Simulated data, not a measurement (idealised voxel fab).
Process module name: voxel transistor to metal
The width of the displayed cross-section, cut, is 185 nm; its cells are square, with a size of 5 nm.
A cross-section is written here as square cells arranged in a grid, and it is given in bands from the top down, each band taking up one or more rows of cells.
Each band's line starts with the height of the band's top and of its bottom, in nm. Then come its materials from left to right, each with its width in nm. One material with "edge to edge" fills the band from edge to edge. "empty" is empty space.
Basically, 0 is our baseline, since under it the wafer straight out of the box is all one material. The bottom band has no lower end and keeps on going down, so it looks like "0 -> down".
The expression "30->40" gives the width at the extremes of the band, the first number at its top row of cells and the second at its bottom row, with the width changing by equal amounts from each row to the next in between.
For the purposes of this document, the phrase "no alterations made" attached to a step denotes that no cell within the cross-section was modified by that step.
"Voids, enclosed" means: voids of 8 cells or more that are shut off from the top with no open way through. Written width x height at distance, distance from the left edge, in nm.
On a step's line, text after the settings is the simulator commenting on that step.
overlay nm: on a step with a mask, how far right of its planned place the mask lay; negative means left.
### The following list gives the planned process steps
1. RECEIVE with material Si
2. CONFORMAL_DEP with material SiO2, thk nm 5
3. CONFORMAL_DEP with material SiN, thk nm 10
4. PATTERN with tone cover, mask id ACTIVE, material resist, width nm 115, thk nm 20, overlay nm 0
5. DIRECTIONAL_ETCH with etch materials SiN, depth nm 10
6. DIRECTIONAL_ETCH with etch materials SiO2, depth nm 5
7. DIRECTIONAL_ETCH with etch materials Si, depth nm 35
8. STRIP with etch materials resist
9. OXIDIZE with depth nm 5
10. FILL_DEP with material SiO2, thk nm 5
11. CMP with height nm 15
12. SELECTIVE_ETCH with etch materials SiO2, depth nm 10
13. STRIP with etch materials SiN
14. SELECTIVE_ETCH with etch materials SiO2, depth nm 5
15. OXIDIZE with depth nm 5
16. DIRECTIONAL_DEP with material polySi, thk nm 25
17. DIRECTIONAL_DEP with material SiCN, thk nm 15
18. MASKED_ETCH with tone cover, mask id GATE, width nm 25, etch materials SiCN, depth nm 25, overlay nm 0
19. MASKED_ETCH with tone cover, mask id GATE, width nm 25, etch materials polySi, depth nm 35, overlay nm 0
20. CONFORMAL_DEP with material SiO2, thk nm 5
21. DIRECTIONAL_ETCH with etch materials SiO2, depth nm 5
22. CONFORMAL_DEP with material SiN, thk nm 10
23. DIRECTIONAL_ETCH with etch materials SiN, depth nm 10
24. DIRECTIONAL_ETCH with etch materials SiO2, depth nm 5
25. EPI with material pSi, thk nm 5
26. FILL_DEP with material SiO2, thk nm 10
27. CMP with height nm 25
28. STRIP with etch materials polySi
29. SELECTIVE_ETCH with etch materials SiO2, depth nm 5
30. CONFORMAL_DEP with material HfO2, thk nm 5
31. CONFORMAL_DEP with material TiN, thk nm 5
32. FILL_DEP with material W, thk nm 10
33. CMP with height nm 20
34. DIRECTIONAL_DEP with material SiO2, thk nm 15
35. PATTERN with tone open, mask id CONTACT, material resist, width nm 15, pitch nm 80, thk nm 20, overlay nm 0
36. DIRECTIONAL_ETCH with etch materials SiO2, depth nm 35
37. STRIP with etch materials resist
38. CONFORMAL_DEP with material TiN, thk nm 5
39. FILL_DEP with material Ru, thk nm 5
40. CMP with height nm 35
41. CONFORMAL_DEP with material SiN, thk nm 5
42. DIRECTIONAL_DEP with material lowk, thk nm 20
43. MASKED_ETCH with tone open, mask id METAL_1, width nm 15, pitch nm 80, etch materials lowk, depth nm 20, overlay nm 0
44. MASKED_ETCH with tone open, mask id METAL_1, width nm 15, pitch nm 80, etch materials SiN, depth nm 5, overlay nm 0
45. CONFORMAL_DEP with material TiN, thk nm 5
46. FILL_DEP with material Cu, thk nm 10
47. CMP with height nm 60
48. CONFORMAL_DEP with material SiN, thk nm 5
### Step 1 complete: cross-section of the wafer as received
* 0 -> down: Si edge to edge
* Voids, enclosed: none
### The first of the two wafers as seen in cross-section once the module was finished; processing followed the plan
* 65 -> 60: SiN edge to edge
* 60 -> 40: 45 of lowk  5 of TiN  5 of Cu  5 of TiN  65 of lowk  5 of TiN  5 of Cu  5 of TiN  45 of lowk
* 40 -> 35: 45 of SiN  15 of TiN  65 of SiN  15 of TiN  45 of SiN
* 35 -> 20: 45 of SiO2  5 of TiN  5 of Ru  5 of TiN  65 of SiO2  5 of TiN  5 of Ru  5 of TiN  45 of SiO2
* 20 -> 5: 45 of SiO2  5 of TiN  5 of Ru  5 of TiN  5 of SiO2  10 of SiN  5 of HfO2  5 of TiN  15 of W  5 of TiN  5 of HfO2  10 of SiN  5 of SiO2  5 of TiN  5 of Ru  5 of TiN  45 of SiO2
* 5 -> 0: 45 of SiO2  15 of TiN  5 of SiO2  10 of SiN  5 of HfO2  25 of TiN  5 of HfO2  10 of SiN  5 of SiO2  15 of TiN  45 of SiO2
* 0 -> -5: 35 of SiO2  30 of pSi  10 of SiO2  35 of HfO2  10 of SiO2  30 of pSi  35 of SiO2
* -5 -> -40: 40 of SiO2  105 of Si  40 of SiO2
* -40 -> down: Si edge to edge
* Voids, enclosed: none
### Wafer two, sectioned after the module: the first wafer's start, the first wafer's plan, and one mistake in how it was run
* 65 -> 60: SiN edge to edge
* 60 -> 40: 45 of lowk  5 of TiN  5 of Cu  5 of TiN  65 of lowk  5 of TiN  5 of Cu  5 of TiN  45 of lowk
* 40 -> 35: 45 of SiN  15 of TiN  65 of SiN  15 of TiN  45 of SiN
* 35 -> 20: 45 of SiO2  5 of TiN  5 of Ru  5 of TiN  65 of SiO2  5 of TiN  5 of Ru  5 of TiN  45 of SiO2
* 20 -> 15: 45 of SiO2  15 of TiN  5 of SiO2  10 of SiN  5 of HfO2  5 of TiN  15 of W  5 of TiN  5 of HfO2  10 of SiN  5 of SiO2  15 of TiN  45 of SiO2
* 15 -> 5: 65 of SiO2  10 of SiN  5 of HfO2  5 of TiN  15 of W  5 of TiN  5 of HfO2  10 of SiN  65 of SiO2
* 5 -> 0: 65 of SiO2  10 of SiN  5 of HfO2  25 of TiN  5 of HfO2  10 of SiN  65 of SiO2
* 0 -> -5: 35 of SiO2  30 of pSi  10 of SiO2  35 of HfO2  10 of SiO2  30 of pSi  35 of SiO2
* -5 -> -40: 40 of SiO2  105 of Si  40 of SiO2
* -40 -> down: Si edge to edge
* Voids, enclosed: none
Plan not followed: step 34 of the plan was executed twice over
Counted in cells at the end, the second wafer holds more or fewer of these materials than the first: Ru -6 | SiO2 +18 | TiN -12
